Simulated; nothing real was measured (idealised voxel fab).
process module | voxel self aligned vias
Displayed cross-section: cut, width of 275 nm, square cells sized 5 nm.
Reading order for cross-sections: top band down to bottom band. Underlying form: a grid of square cells. Band size: one or more rows of cells. This entry defines a band. It first specifies the height of the band's top and the height of its bottom in nm, and then specifies the band's materials from left to right, stating each material with its width in nm. The word "everywhere" identifies a single material that fills the band from edge to edge, while the word "empty" identifies empty space. A quick word on heights: they are counted from 0, and under that level the wafer as it came to us is one material throughout. The lowest band is different from the rest in having no bottom; it simply continues downward, written as in "0 -> down". Graded width ("30 to 40"): value in top row of band = first number; value in bottom row = second number; row-to-row change constant. Basically "nothing was modified" means that step didn't change any cell in the cross-section. Empty spaces counting at least 8 cells and having no open way to the top are listed in "Completely enclosed voids". The notation width x height at distance is used for each, the distance being from the left edge and all three values in nm. Where a step's line continues beyond its settings, the continuation is a remark by the simulator itself on that step. For masked steps, "overlay nm" on the step line gives how far right of plan the mask actually lay; a minus sign means it lay to the left.

**The following list gives the planned process steps**
1 RECEIVE: material Si
2 CONFORMAL_DEP: material SiO2, thk nm 15
3 CONFORMAL_DEP: material SiCN, thk nm 5
4 DIRECTIONAL_DEP: material SiO2, thk nm 20
5 MASKED_ETCH: tone open, mask id LINES, width nm 30, pitch nm 55, etch materials SiO2, depth nm 20, overlay nm 0
6 CONFORMAL_DEP: material TiN, thk nm 5
7 FILL_DEP: material Ru, thk nm 10
8 CMP: height nm 40
9 SELECTIVE_ETCH: etch materials W Ru TiN, depth nm 10
10 FILL_DEP: material SiN, thk nm 10
11 CMP: height nm 40
12 DIRECTIONAL_DEP: material SiO2, thk nm 20
13 PATTERN: tone open, mask id VIAS, material resist, width nm 40, pitch nm 110, thk nm 20, overlay nm 0
14 DIRECTIONAL_ETCH: etch materials SiO2, depth nm 20
15 DIRECTIONAL_ETCH: etch materials SiN, depth nm 10
16 STRIP: etch materials resist
17 CONFORMAL_DEP: material TiN, thk nm 5
18 FILL_DEP: material W, thk nm 5
19 CMP: height nm 60
20 CONFORMAL_DEP: material SiCN, thk nm 5

**So this is the incoming wafer in cross-section - it's already been through step 1**
    0 -> down | Si everywhere
    Completely enclosed voids: none

**Wafer cross-section at module end: first of two, run to plan**
    65 -> 60 | SiCN everywhere
    60 -> 45 | SiO2=60  TiN=5  W=30  TiN=5  SiO2=70  TiN=5  W=30  TiN=5  SiO2=65
    45 -> 40 | SiO2=60  TiN=10  W=20  TiN=10  SiO2=70  TiN=10  W=20  TiN=10  SiO2=65
    40 -> 35 | SiO2=65  TiN=5  W=20  TiN=5  SiO2=25  SiN=30  SiO2=25  TiN=5  W=20  TiN=5  SiO2=70
    35 -> 30 | SiO2=65  TiN=30  SiO2=25  SiN=30  SiO2=25  TiN=30  SiO2=70
    30 -> 25 | SiO2=65  TiN=5  Ru=20  TiN=5  SiO2=25  TiN=5  Ru=20  TiN=5  SiO2=25  TiN=5  Ru=20  TiN=5  SiO2=70
    25 -> 20 | SiO2=65  TiN=30  SiO2=25  TiN=30  SiO2=25  TiN=30  SiO2=70
    20 -> 15 | SiCN everywhere
    15 -> 0 | SiO2 everywhere
    0 -> down | Si everywhere
    Completely enclosed voids: none

**So this is wafer number two of the two, cut at the end of the module - it started where the first did and had the same plan, we just got one thing wrong running it**
    65 -> 60 | SiCN everywhere
    60 -> 45 | SiO2=60  TiN=5  W=30  TiN=5  SiO2=70  TiN=5  W=30  TiN=5  SiO2=65
    45 -> 40 | SiO2=60  TiN=40  SiO2=70  TiN=40  SiO2=65
    40 -> 30 | SiN=60  TiN=5  SiO2=30  TiN=5  SiN=20  SiO2=30  SiN=20  TiN=5  SiO2=30  TiN=5  SiN=65
    30 -> 25 | Ru=60  TiN=5  SiO2=30  TiN=5  Ru=15  TiN=5  SiO2=30  TiN=5  Ru=15  TiN=5  SiO2=30  TiN=5  Ru=65
    25 -> 20 | TiN=65  SiO2=30  TiN=25  SiO2=30  TiN=25  SiO2=30  TiN=70
    20 -> 15 | SiCN everywhere
    15 -> 0 | SiO2 everywhere
    0 -> down | Si everywhere
    Completely enclosed voids: none
Nonconformance to the process plan: step 5 was not run as planned; what actually ran was MASKED_ETCH: tone cover, mask id LINES, width nm 30, pitch nm 55, etch materials SiO2, depth nm 20, overlay nm 0
Once processing is complete, comparing cell counts shows that the second wafer has more or fewer of certain materials than the first: Ru +19; SiN +54; SiO2 -76; TiN +19; W -16
